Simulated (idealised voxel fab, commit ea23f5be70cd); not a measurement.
The following is a process module called voxel wiring stack.
The figure presents cross-section cut, which has a width of 270 nm and is divided into square cells with an edge length of 5 nm.
Cross-section = grid of square cells, listed top down in bands; band = one or more rows. For a band, the entry starts with two heights in nm, that of the top and then that of the bottom, and carries on with the band's materials in order from left to right, each alongside its width in nm; the word "edge to edge" beside a single material means it fills the band edge to edge, and "air" means empty space. Height is counted from the level 0, under which the received wafer is composed throughout of one material. The lowest of the bands is not closed at the bottom but continues downward, in the notation "0 nm and below". You'd read "30..40" like this: the band's top row of cells is as wide as the first number, its bottom row is as wide as the second, and going down, every row changes width by the same amount as the row before did. Basically "nothing changed" means that step didn't change any cell in the cross-section. Enclosed voids (no open way to top), threshold 8 cells or more, entry "Enclosed internal voids", notation width x height at distance, distance from left edge, nm. On a step's line, text after the settings is the simulator commenting on that step. The optional step-line setting "overlay nm" applies to steps with a mask and quantifies how far to the right of its planned location the mask lay, a negative value indicating leftward placement.
Process steps foreseen in the plan
- 1: RECEIVE with material Si
- 2: CONFORMAL_DEP with material SiO2, thk nm 10
- 3: DIRECTIONAL_DEP with material TiN, thk nm 5
- 4: DIRECTIONAL_DEP with material W, thk nm 25
- 5: DIRECTIONAL_DEP with material aC, thk nm 15
- 6: PATTERN with tone cover, mask id METAL_1, material resist, width nm 25, pitch nm 45, thk nm 30, overlay nm 0
- 7: DIRECTIONAL_ETCH with etch materials aC, depth nm 15
- 8: STRIP with etch materials resist
- 9: DIRECTIONAL_ETCH with etch materials W, depth nm 25
- 10: DIRECTIONAL_ETCH with etch materials TiN, depth nm 5
- 11: STRIP with etch materials aC
- 12: FILL_DEP with material lowk, thk nm 10
- 13: CMP with height nm 40
- 14: CONFORMAL_DEP with material SiCN, thk nm 5
- 15: DIRECTIONAL_DEP with material SiO2, thk nm 10
- 16: DIRECTIONAL_DEP with material aC, thk nm 10
- 17: PATTERN with tone open, mask id PLUG_1, material resist, width nm 15, thk nm 25, overlay nm 0
- 18: DIRECTIONAL_ETCH with etch materials aC, depth nm 10
- 19: STRIP with etch materials resist
- 20: DIRECTIONAL_ETCH with etch materials SiO2, depth nm 10
- 21: DIRECTIONAL_ETCH with etch materials SiCN, depth nm 5
- 22: STRIP with etch materials aC
- 23: EPI with material Ru, thk nm 10
- 24: EPI with material Ru, thk nm 5
- 25: CONFORMAL_DEP with material SiN, thk nm 5
- 26: DIRECTIONAL_DEP with material lowk, thk nm 25
- 27: DIRECTIONAL_DEP with material aC, thk nm 15
- 28: PATTERN with tone open, mask id METAL_2, material resist, width nm 25, pitch nm 45, thk nm 30, overlay nm 0
- 29: DIRECTIONAL_ETCH with etch materials aC, depth nm 15
- 30: STRIP with etch materials resist
- 31: DIRECTIONAL_ETCH with etch materials lowk, depth nm 25
- 32: DIRECTIONAL_ETCH with etch materials SiN, depth nm 5
- 33: STRIP with etch materials aC
- 34: CONFORMAL_DEP with material TiN, thk nm 5
- 35: FILL_DEP with material Ru, thk nm 5
- 36: CMP with height nm 85
- 37: CONFORMAL_DEP with material SiN, thk nm 5
The cross-section here shows the wafer as received, i.e. in its state after step 1
  0 nm and below: Si edge to edge
  Enclosed internal voids: none
Here's the wafer cut in cross-section after the module, started and planned just like above, except one thing was done wrong in the run
  90 nm to 85 nm: SiCN edge to edge
  85 nm to 60 nm: 100 lowk / 5 TiN / 15 Ru / 5 TiN / 20 lowk / 5 TiN / 15 Ru / 5 TiN / 100 lowk
  60 nm to 55 nm: 100 SiN / 25 TiN / 20 SiN / 25 TiN / 100 SiN
  55 nm to 45 nm: 100 SiO2 / 15 Ru / 155 SiO2
  45 nm to 40 nm: 100 SiCN / 15 Ru / 155 SiCN
  40 nm to 15 nm: 100 lowk / 25 W / 20 lowk / 25 W / 100 lowk
  15 nm to 10 nm: 100 lowk / 25 TiN / 20 lowk / 25 TiN / 100 lowk
  10 nm to 0 nm: SiO2 edge to edge
  0 nm and below: Si edge to edge
  Enclosed internal voids: none
Where did the run depart from the plan? step 37 was not run as planned; what actually ran was CONFORMAL_DEP with material SiCN, thk nm 5
